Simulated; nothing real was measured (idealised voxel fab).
process module | voxel quadruple lines
cross-section cut | 215 nm wide | cells 5 nm
A cross-section is a grid of square cells, given in bands from the top down. A band is one or more rows of cells.
Each band's line starts with the height of the band's top and of its bottom, in nm. Then come its materials from left to right, each with its width in nm. One material with "throughout" fills the band from edge to edge. "air" is empty space.
Height 0 is the level under which the wafer as received is all one material. The lowest band goes on downwards, as in "0 down".
A width such as "30 to 40" changes by the same amount from each row of cells to the next, from the band's top row to its bottom row.
"no change" after a step means that no cell of the cross-section changed.
closed voids: empty space of 8 cells or more with no open way to the top, each as width x height at its distance from the left edge, in nm
after a step's settings: what the simulator itself notes on the step
overlay nm, on a step with a mask: how far to the right of its planned place the mask lay; to the left if negative
plan
1 op RECEIVE | material Si
2 op CONFORMAL_DEP | material SiO2 | thk nm 10
3 op DIRECTIONAL_DEP | material Ru | thk nm 15
4 op DIRECTIONAL_DEP | material polySi | thk nm 20
5 op DIRECTIONAL_DEP | material aC | thk nm 25
6 op PATTERN | tone cover | mask id MANDREL | material resist | width nm 20 | pitch nm 60 | thk nm 35 | overlay nm 0
7 op DIRECTIONAL_ETCH | etch materials aC | depth nm 25
8 op STRIP | etch materials resist
9 op CONFORMAL_DEP | material SiO2 | thk nm 10
10 op DIRECTIONAL_ETCH | etch materials SiO2 | depth nm 10
11 op STRIP | etch materials aC
12 op DIRECTIONAL_ETCH | etch materials polySi | depth nm 20
13 op STRIP | etch materials SiO2
14 op CONFORMAL_DEP | material SiN | thk nm 5
15 op DIRECTIONAL_ETCH | etch materials SiN | depth nm 5
16 op STRIP | etch materials polySi
17 op DIRECTIONAL_ETCH | etch materials Ru | depth nm 15
18 op STRIP | etch materials SiN
as received, after step 1
  0 down: Si throughout
  closed voids: none
first wafer at the end, as planned
  25 to 10: air 50 | Ru 5 | air 10 | Ru 5 | air 10 | Ru 5 | air 10 | Ru 5 | air 10 | Ru 5 | air 10 | Ru 5 | air 10 | Ru 5 | air 10 | Ru 5 | air 55
  10 to 0: SiO2 throughout
  0 down: Si throughout
  closed voids: none
second wafer at the end: like start, like plan, one mistake
  25 to 10: air 50 | Ru 20 | air 10 | Ru 20 | air 10 | Ru 20 | air 10 | Ru 20 | air 55
  10 to 0: SiO2 throughout
  0 down: Si throughout
  closed voids: none
what went wrong: steps 16 and 17 were swapped
at the end the second wafer has, in cells: 24 more of Ru
